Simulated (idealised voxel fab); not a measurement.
process module | voxel wiring stack
cross-section cut | 165 nm wide | cells 5 nm
A cross-section is a grid of square cells, given in bands from the top down. A band is one or more rows of cells.
Each band's line starts with the height of the band's top and of its bottom, in nm. Then come its materials from left to right, each with its width in nm. One material with "throughout" fills the band from edge to edge. "air" is empty space.
Height 0 is the level under which the wafer as received is all one material. The lowest band goes on downwards, as in "0 down".
A width such as "30 to 40" changes by the same amount from each row of cells to the next, from the band's top row to its bottom row.
"no change" after a step means that no cell of the cross-section changed.
closed voids: empty space of 8 cells or more with no open way to the top, each as width x height at its distance from the left edge, in nm
after a step's settings: what the simulator itself notes on the step
overlay nm, on a step with a mask: how far to the right of its planned place the mask lay; to the left if negative
plan
1 op RECEIVE | material Si
2 op CONFORMAL_DEP | material SiO2 | thk nm 10
3 op CONFORMAL_DEP | material SiCN | thk nm 5
4 op DIRECTIONAL_DEP | material lowk | thk nm 20
5 op MASKED_ETCH | tone open | mask id METAL_1 | width nm 20 | pitch nm 35 | etch materials lowk | depth nm 20 | overlay nm 0
6 op MASKED_ETCH | tone open | mask id METAL_1 | width nm 20 | pitch nm 35 | etch materials SiCN | depth nm 5 | overlay nm 0
7 op CONFORMAL_DEP | material TiN | thk nm 5
8 op FILL_DEP | material Ru | thk nm 10
9 op CMP | height nm 35
10 op CONFORMAL_DEP | material SiCN | thk nm 5
11 op DIRECTIONAL_DEP | material SiO2 | thk nm 35
12 op MASKED_ETCH | tone open | mask id METAL_2 | width nm 20 | pitch nm 35 | etch materials SiO2 | depth nm 20 | overlay nm 0
13 op MASKED_ETCH | tone open | mask id METAL_2_HOLES | width nm 15 | pitch nm 70 | etch materials SiO2 | depth nm 15 | overlay nm 0
14 op MASKED_ETCH | tone open | mask id METAL_2_HOLES | width nm 15 | pitch nm 70 | etch materials SiCN | depth nm 5 | overlay nm 0
15 op CONFORMAL_DEP | material TiN | thk nm 5
16 op FILL_DEP | material Cu | thk nm 5
17 op CMP | height nm 75
18 op CONFORMAL_DEP | material SiCN | thk nm 5
as received, after step 1
  0 down: Si throughout
  closed voids: none
first wafer at the end, as planned
  80 to 75: SiCN throughout
  75 to 60: SiO2 35 | TiN 5 | Cu 10 | TiN 5 | SiO2 15 | TiN 5 | Cu 10 | TiN 5 | SiO2 15 | TiN 5 | Cu 10 | TiN 5 | SiO2 40
  60 to 55: SiO2 35 | TiN 5 | Cu 5 | TiN 10 | SiO2 15 | TiN 20 | SiO2 15 | TiN 5 | Cu 5 | TiN 10 | SiO2 40
  55 to 40: SiO2 35 | TiN 5 | Cu 5 | TiN 5 | SiO2 55 | TiN 5 | Cu 5 | TiN 5 | SiO2 45
  40 to 35: SiCN 35 | TiN 15 | SiCN 55 | TiN 15 | SiCN 45
  35 to 15: lowk 35 | TiN 5 | Ru 10 | TiN 5 | lowk 15 | TiN 5 | Ru 10 | TiN 5 | lowk 15 | TiN 5 | Ru 10 | TiN 5 | lowk 40
  15 to 10: SiCN 35 | TiN 20 | SiCN 15 | TiN 20 | SiCN 15 | TiN 20 | SiCN 40
  10 to 0: SiO2 throughout
  0 down: Si throughout
  closed voids: none
second wafer at the end: like start, like plan, one mistake
  80 to 75: SiCN throughout
  75 to 65: SiO2 35 | TiN 5 | Cu 10 | TiN 5 | SiO2 20 | TiN 5 | Cu 5 | TiN 5 | SiO2 15 | TiN 5 | Cu 10 | TiN 5 | SiO2 40
  65 to 60: SiO2 35 | TiN 10 | Cu 5 | TiN 5 | SiO2 20 | TiN 5 | Cu 5 | TiN 5 | SiO2 15 | TiN 10 | Cu 5 | TiN 5 | SiO2 40
  60 to 55: SiO2 40 | TiN 15 | SiO2 20 | TiN 15 | SiO2 20 | TiN 15 | SiO2 40
  55 to 40: SiO2 40 | TiN 10 | SiO2 60 | TiN 10 | SiO2 45
  40 to 35: SiCN 40 | TiN 10 | SiCN 60 | TiN 10 | SiCN 45
  35 to 15: lowk 35 | TiN 5 | Ru 10 | TiN 5 | lowk 15 | TiN 5 | Ru 10 | TiN 5 | lowk 15 | TiN 5 | Ru 10 | TiN 5 | lowk 40
  15 to 10: SiCN 35 | TiN 20 | SiCN 15 | TiN 20 | SiCN 15 | TiN 20 | SiCN 40
  10 to 0: SiO2 throughout
  0 down: Si throughout
  closed voids: none
what went wrong: step 12 ran as: op MASKED_ETCH | tone open | mask id METAL_2 | width nm 15 | pitch nm 35 | etch materials SiO2 | depth nm 20 | overlay nm 0
at the end the second wafer has, in cells: 13 fewer of Cu | 2 more of SiCN | 12 more of SiO2 | 1 fewer of TiN
